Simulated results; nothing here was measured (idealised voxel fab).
This section sets out a process module, namely voxel wiring stack.
Square cells of 5 nm make up the cross-section cut, whose width is 190 nm.
Cross-section layout: square cells on a grid; listed as bands, top to bottom; a band spans one or more cell rows.
Look at the band entry: it leads with the top's height and the bottom's height in nm. Then it lists the materials left to right, with a width in nm for each. The word "everywhere" on a single material says that material fills the band edge to edge. The word "empty" is empty space.
Heights from 0 (as-received wafer is one material below). Bottom band endless downward, as "z 0 and below".
Width: "30 to 40" (first number = top row, second number = bottom row, same change from row to row of cells).
The designation "remained unchanged", where it is given for a processing step, indicates that no cell of the cross-section was altered in the course of that step.
The entry "Sealed voids" lists the empty spaces that cover at least 8 cells and have no open path to the top. Each is written as width x height at distance, where the distance is measured from the left edge and all three values are in nm.
Past the settings on a step's line: simulator remark, on that step.
On any step carrying a mask, the "overlay nm" setting, if present on the step's line, tells how far right of its planned place the mask lay; negative values point to the left.

[Steps planned for the process]
1 RECEIVE with material Si
2 CONFORMAL_DEP with material SiO2, thk nm 10
3 CONFORMAL_DEP with material SiN, thk nm 5
4 DIRECTIONAL_DEP with material lowk, thk nm 15
5 DIRECTIONAL_DEP with material aC, thk nm 10
6 PATTERN with tone open, mask id METAL_1, material resist, width nm 30, pitch nm 60, thk nm 30, overlay nm 0
7 DIRECTIONAL_ETCH with etch materials aC, depth nm 10
8 STRIP with etch materials resist
9 DIRECTIONAL_ETCH with etch materials lowk, depth nm 15
10 DIRECTIONAL_ETCH with etch materials SiN, depth nm 5
11 STRIP with etch materials aC
12 CONFORMAL_DEP with material TiN, thk nm 5
13 FILL_DEP with material Cu, thk nm 10
14 CMP with height nm 30
15 EPI with material Ru, thk nm 5
16 FILL_DEP with material SiCN, thk nm 5
17 DIRECTIONAL_DEP with material SiO2, thk nm 15
18 PATTERN with tone open, mask id PLUG_1, material resist, width nm 15, pitch nm 60, thk nm 20, overlay nm 0
19 DIRECTIONAL_ETCH with etch materials SiO2, depth nm 15
20 DIRECTIONAL_ETCH with etch materials SiCN, depth nm 5
21 STRIP with etch materials resist
22 CONFORMAL_DEP with material TiN, thk nm 5
23 FILL_DEP with material Ru, thk nm 10
24 CMP with height nm 55
25 DIRECTIONAL_DEP with material TiN, thk nm 5
26 DIRECTIONAL_DEP with material W, thk nm 20
27 MASKED_ETCH with tone cover, mask id METAL_2, width nm 30, pitch nm 60, etch materials W, depth nm 20, overlay nm 0
28 MASKED_ETCH with tone cover, mask id METAL_2, width nm 30, pitch nm 60, etch materials TiN, depth nm 5, overlay nm 0
29 FILL_DEP with material SiO2, thk nm 5
30 CMP with height nm 80
31 CONFORMAL_DEP with material SiCN, thk nm 5

[The cross-section here shows the wafer as received, i.e. in its state after step 1]
> z 0 and below  Si everywhere
> Sealed voids: none

[Cross-section at module end, one run error; start and plan unchanged from above]
> z 85 to 80  SiCN everywhere
> z 80 to 60  SiO2 (20), W (30), SiO2 (30), W (30), SiO2 (30), W (30), SiO2 (20)
> z 60 to 55  SiO2 (20), TiN (30), SiO2 (30), TiN (30), SiO2 (30), TiN (30), SiO2 (20)
> z 55 to 40  SiO2 (20), TiN (5), Ru (10), TiN (5), SiO2 (40), TiN (5), Ru (10), TiN (5), SiO2 (40), TiN (5), Ru (10), TiN (5), SiO2 (30)
> z 40 to 35  SiCN (20), TiN (20), SiCN (40), TiN (20), SiCN (40), TiN (20), SiCN (30)
> z 35 to 30  SiCN (15), Ru (40), SiCN (20), Ru (40), SiCN (20), Ru (40), SiCN (15)
> z 30 to 15  lowk (20), TiN (5), Cu (20), TiN (5), lowk (30), TiN (5), Cu (20), TiN (5), lowk (30), TiN (5), Cu (20), TiN (5), lowk (20)
> z 15 to 10  SiN (20), TiN (30), SiN (30), TiN (30), SiN (30), TiN (30), SiN (20)
> z 10 to 0  SiO2 everywhere
> z 0 and below  Si everywhere
> Sealed voids: none
Deviation from plan: step 18 off recipe, ran as PATTERN with tone open, mask id PLUG_1, material resist, width nm 20, pitch nm 60, thk nm 20, overlay nm 0
